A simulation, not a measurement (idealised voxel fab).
The document below concerns the process module designated voxel gate over fins.
Cross-sectional view cut (width: 270 nm; square cell size: 5 nm).
Each cross-section below is a grid of square cells, stated as bands in top-down order, with one or more rows of cells making up each band. Per band: top height and bottom height in nm, followed by the left-to-right materials and their widths in nm; "full width" marks a single material spanning edge to edge, "empty" marks empty space. Below 0: as-received wafer, all one material; heights counted from there. Lowest band: no bottom, goes on down, written "top 0, no bottom". A width such as "30->40" changes by the same amount from each row of cells to the next, from the band's top row to its bottom row. "no alterations made" for a step: no cell of the cross-section changed in that step. The list in "Closed void catalog" covers empty spaces of 8 cells or more that cannot reach the top through any open way, and it gives each as width x height at distance; the distance is from the left edge, and width, height and distance are in nm. Heads up: the bit after the settings on a step's line is the simulator's remark on that step. overlay nm: how far to the right of its planned place the mask lay on this masked step (negative: to the left).

Intended process steps:
1) RECEIVE with material Si
2) CONFORMAL_DEP with material SiN, thk nm 5
3) PATTERN with tone cover, mask id FINS, material resist, width nm 15, pitch nm 40, thk nm 15, overlay nm 0
4) DIRECTIONAL_ETCH with etch materials SiN, depth nm 5
5) DIRECTIONAL_ETCH with etch materials Si, depth nm 30
6) STRIP with etch materials resist
7) OXIDIZE with depth nm 5
8) FILL_DEP with material SiO2, thk nm 10
9) CMP with height nm 5
10) SELECTIVE_ETCH with etch materials SiO2, depth nm 15
11) STRIP with etch materials SiN
12) CONFORMAL_DEP with material HfO2, thk nm 5
13) CONFORMAL_DEP with material TiN, thk nm 5
14) FILL_DEP with material W, thk nm 10
15) CMP with height nm 15
16) CONFORMAL_DEP with material SiN, thk nm 5

Wafer cross-section on receipt, i.e. after step 1:
  top 0, no bottom = Si full width
  Closed void catalog: none

Looking at the first of two wafers in cross-section at end of module - ran to plan:
  top 20, bottom 15 = SiN full width
  top 15, bottom 10 = W full width
  top 10, bottom 5 = W=80 / TiN=25 / W=15 / TiN=25 / W=15 / TiN=25 / W=85
  top 5, bottom 0 = W=80 / TiN=5 / HfO2=15 / TiN=5 / W=15 / TiN=5 / HfO2=15 / TiN=5 / W=15 / TiN=5 / HfO2=15 / TiN=5 / W=85
  top 0, bottom -5 = TiN=85 / HfO2=5 / Si=5 / HfO2=5 / TiN=25 / HfO2=5 / Si=5 / HfO2=5 / TiN=25 / HfO2=5 / Si=5 / HfO2=5 / TiN=90
  top -5, bottom -10 = HfO2=90 / Si=5 / HfO2=35 / Si=5 / HfO2=35 / Si=5 / HfO2=95
  top -10, bottom -35 = SiO2=90 / Si=5 / SiO2=35 / Si=5 / SiO2=35 / Si=5 / SiO2=95
  top -35, no bottom = Si full width
  Closed void catalog: none

Second wafer cross-section at end of module - shared start and plan with the first, one mistake in the run:
  top 20, bottom 15 = SiN full width
  top 15, bottom 5 = W full width
  top 5, bottom 0 = W=85 / TiN=15 / W=25 / TiN=15 / W=25 / TiN=15 / W=90
  top 0, bottom -5 = W=85 / TiN=5 / Si=5 / TiN=5 / W=25 / TiN=5 / Si=5 / TiN=5 / W=25 / TiN=5 / Si=5 / TiN=5 / W=90
  top -5, bottom -10 = TiN=90 / Si=5 / TiN=35 / Si=5 / TiN=35 / Si=5 / TiN=95
  top -10, bottom -35 = SiO2=90 / Si=5 / SiO2=35 / Si=5 / SiO2=35 / Si=5 / SiO2=95
  top -35, no bottom = Si full width
  Closed void catalog: none
Finding, execution versus plan: the plan's step 12 was left out and never carried out
At the finish, the second wafer shows more or fewer cells for some materials than the first does: 66 fewer of HfO2 | 66 more of W
